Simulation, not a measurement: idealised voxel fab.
The document below concerns the process module designated voxel gate over fins.
Square cell edge 5 nm, section width 185 nm, ID cut.
If you're reading a cross-section in this doc, picture square cells in a grid; it comes to you as bands, top ones listed first down to the bottom, and a band can be one or more rows of cells.
Per band: top height and bottom height in nm, followed by the left-to-right materials and their widths in nm; "everywhere" marks a single material spanning edge to edge, "empty" marks empty space.
Zero point of the height axis is 0; under it, received wafer = one material. Lowest band: continues down indefinitely, "0 -> down".
Width "30->40": first value at the band's top row of cells, second value at its bottom row, equal change from row to row.
"left unchanged" -> step changed no cross-section cell.
Basically, "Closed internal cavities" tells you about the enclosed voids: empty spaces with no open way to the top, 8 cells or bigger, each written width x height at distance, where distance is from the left edge, all in nm.
Text after the settings on a step's line: the simulator's own remark on that step.
For masked steps, "overlay nm" on the step line gives how far right of plan the mask actually lay; a minus sign means it lay to the left.
THIS SECTION LISTS THE PROCESS STEPS THAT WERE PLANNED
| 1 | op RECEIVE | material Si |
| 2 | op CONFORMAL_DEP | material SiN | thk nm 5 |
| 3 | op DIRECTIONAL_DEP | material aC | thk nm 15 |
| 4 | op PATTERN | tone cover | mask id FINS | material resist | width nm 15 | pitch nm 35 | thk nm 30 | overlay nm 0 |
| 5 | op DIRECTIONAL_ETCH | etch materials aC | depth nm 15 |
| 6 | op STRIP | etch materials resist |
| 7 | op DIRECTIONAL_ETCH | etch materials SiN | depth nm 5 |
| 8 | op DIRECTIONAL_ETCH | etch materials Si | depth nm 30 |
| 9 | op STRIP | etch materials aC |
| 10 | op OXIDIZE | depth nm 5 |
| 11 | op FILL_DEP | material SiO2 | thk nm 15 |
| 12 | op CMP | height nm 5 |
| 13 | op SELECTIVE_ETCH | etch materials SiO2 | depth nm 15 |
| 14 | op STRIP | etch materials SiN |
| 15 | op CONFORMAL_DEP | material HfO2 | thk nm 5 |
| 16 | op CONFORMAL_DEP | material TiN | thk nm 5 |
| 17 | op CONFORMAL_DEP | material TiAl | thk nm 5 |
| 18 | op CONFORMAL_DEP | material TiN | thk nm 5 |
| 19 | op FILL_DEP | material W | thk nm 10 |
| 20 | op CMP | height nm 25 |
| 21 | op CONFORMAL_DEP | material SiCN | thk nm 5 |
INCOMING WAFER, CROSS-SECTIONAL VIEW, POST STEP 1
> 0 -> down: Si everywhere
> Closed internal cavities: none
CROSS-SECTION: FIRST OF TWO WAFERS, MODULE FINISHED, RUN ACCORDING TO PLAN
> 30 -> 25: SiCN everywhere
> 25 -> 20: W everywhere
> 20 -> 15: 15 W, 150 TiN, 20 W
> 15 -> 10: 15 W, 5 TiN, 140 TiAl, 5 TiN, 20 W
> 10 -> 5: 20 TiN, 5 TiAl, 25 TiN, 10 TiAl, 25 TiN, 10 TiAl, 25 TiN, 10 TiAl, 25 TiN, 5 TiAl, 25 TiN
> 5 -> 0: 25 TiAl, 5 TiN, 15 HfO2, 5 TiN, 10 TiAl, 5 TiN, 15 HfO2, 5 TiN, 10 TiAl, 5 TiN, 15 HfO2, 5 TiN, 10 TiAl, 5 TiN, 15 HfO2, 5 TiN, 30 TiAl
> 0 -> -5: 30 TiN, 5 HfO2, 5 Si, 5 HfO2, 20 TiN, 5 HfO2, 5 Si, 5 HfO2, 20 TiN, 5 HfO2, 5 Si, 5 HfO2, 20 TiN, 5 HfO2, 5 Si, 5 HfO2, 35 TiN
> -5 -> -10: 35 HfO2, 5 Si, 30 HfO2, 5 Si, 30 HfO2, 5 Si, 30 HfO2, 5 Si, 40 HfO2
> -10 -> -35: 35 SiO2, 5 Si, 30 SiO2, 5 Si, 30 SiO2, 5 Si, 30 SiO2, 5 Si, 40 SiO2
> -35 -> down: Si everywhere
> Closed internal cavities: none
CROSS-SECTION OF THE LATTER OF THE TWO WAFERS AT MODULE COMPLETION. IT HAD AN IDENTICAL START AND AN IDENTICAL PLAN TO THE FORMER; IN RUNNING IT, ONE MISTAKE WAS MADE
> 30 -> 25: SiCN everywhere
> 25 -> 20: W everywhere
> 20 -> 15: 15 W, 155 TiN, 15 W
> 15 -> 10: 15 W, 5 TiN, 145 TiAl, 5 TiN, 15 W
> 10 -> 5: 20 TiN, 5 TiAl, 30 TiN, 5 TiAl, 30 TiN, 5 TiAl, 30 TiN, 5 TiAl, 30 TiN, 5 TiAl, 20 TiN
> 5 -> 0: 25 TiAl, 5 TiN, 20 HfO2, 5 TiN, 5 TiAl, 5 TiN, 20 HfO2, 5 TiN, 5 TiAl, 5 TiN, 20 HfO2, 5 TiN, 5 TiAl, 5 TiN, 20 HfO2, 5 TiN, 25 TiAl
> 0 -> -5: 30 TiN, 5 HfO2, 10 Si, 5 HfO2, 15 TiN, 5 HfO2, 10 Si, 5 HfO2, 15 TiN, 5 HfO2, 10 Si, 5 HfO2, 15 TiN, 5 HfO2, 10 Si, 5 HfO2, 30 TiN
> -5 -> -10: 35 HfO2, 10 Si, 25 HfO2, 10 Si, 25 HfO2, 10 Si, 25 HfO2, 10 Si, 35 HfO2
> -10 -> -35: 35 SiO2, 10 Si, 25 SiO2, 10 Si, 25 SiO2, 10 Si, 25 SiO2, 10 Si, 35 SiO2
> -35 -> down: Si everywhere
> Closed internal cavities: none
What broke from the plan during processing? step 4 off recipe, ran as op PATTERN | tone cover | mask id FINS | material resist | width nm 20 | pitch nm 35 | thk nm 30 | overlay nm 0
Per the end-of-run cell counts, the second wafer holds more or fewer of some materials than the first: 28 more of Si, 20 fewer of SiO2, 6 fewer of TiAl, 2 fewer of W
